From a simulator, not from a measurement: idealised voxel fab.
Presented below is a process module, voxel air gaps.
Section shown: cut. Width: 235 nm. Cell size: 5 nm, square.
Cross-section format: a grid of square cells, given as bands from top to bottom; each band is one or more rows of cells. Per band: top height and bottom height in nm, followed by the left-to-right materials and their widths in nm; "throughout" marks a single material spanning edge to edge, "blank" marks empty space. The reference from which all heights are counted is 0, the level beneath which the as-received wafer is entirely one material; the lowest band, having no lower bound, proceeds downward and is written after the example "0 nm and below". The expression "30 to 40" gives the width at the extremes of the band, the first number at its top row of cells and the second at its bottom row, with the width changing by equal amounts from each row to the next in between. A step reported as "changes: none" is a step in which no cell of the cross-section changed. This entry, "Closed cavities", enumerates those empty regions of no fewer than 8 cells that possess no open connection to the top. Each region is reported in the form width x height at distance, the distance being taken from the left edge, with all three quantities expressed in nm. Note: text after step settings on the step line = simulator remark on that step. overlay nm: where the mask lay relative to plan, measured to the right, on steps with a mask; negatives go left.

Planned step list for the process:
step 1: RECEIVE | material Si
step 2: CONFORMAL_DEP | material SiO2 | thk nm 15
step 3: CONFORMAL_DEP | material SiN | thk nm 5
step 4: DIRECTIONAL_DEP | material lowk | thk nm 35
step 5: DIRECTIONAL_DEP | material aC | thk nm 15
step 6: PATTERN | tone open | mask id LINES | material resist | width nm 25 | pitch nm 50 | thk nm 30 | overlay nm 0
step 7: DIRECTIONAL_ETCH | etch materials aC | depth nm 15
step 8: STRIP | etch materials resist
step 9: DIRECTIONAL_ETCH | etch materials lowk | depth nm 35
step 10: STRIP | etch materials aC
step 11: CONFORMAL_DEP | material TiN | thk nm 5
step 12: FILL_DEP | material Cu | thk nm 10
step 13: CMP | height nm 55
step 14: EPI | material Ru | thk nm 10
step 15: SELECTIVE_ETCH | etch materials lowk | depth nm 45
step 16: CONFORMAL_DEP | material SiCN | thk nm 5

Cross-section of the wafer upon arrival, representing the state reached after step 1:
    0 nm and below  Si throughout
    Closed cavities: none

Below is the wafer in cross-section after the module was completed. It began from the starting point shown above and followed the plan shown above, except that one mistake was made while running it:
    70 nm to 65 nm  SiCN throughout
    65 nm to 55 nm  Ru (65), SiCN (5), Ru (45), SiCN (5), Ru (45), SiCN (5), Ru (65)
    55 nm to 50 nm  Cu (50), TiN (5), SiCN (25), TiN (5), Cu (15), TiN (5), SiCN (25), TiN (5), Cu (15), TiN (5), SiCN (25), TiN (5), Cu (50)
    50 nm to 25 nm  Cu (50), TiN (5), SiCN (5), blank (15), SiCN (5), TiN (5), Cu (15), TiN (5), SiCN (5), blank (15), SiCN (5), TiN (5), Cu (15), TiN (5), SiCN (5), blank (15), SiCN (5), TiN (5), Cu (50)
    25 nm to 20 nm  TiN (55), SiCN (25), TiN (25), SiCN (25), TiN (25), SiCN (25), TiN (55)
    20 nm to 15 nm  SiN throughout
    15 nm to 0 nm  SiO2 throughout
    0 nm and below  Si throughout
    Closed cavities: 15 x 25 at 60; 15 x 25 at 110; 15 x 25 at 160
What was the processing mistake? step 6 was not run as planned; what actually ran was PATTERN | tone cover | mask id LINES | material resist | width nm 25 | pitch nm 50 | thk nm 30 | overlay nm 0
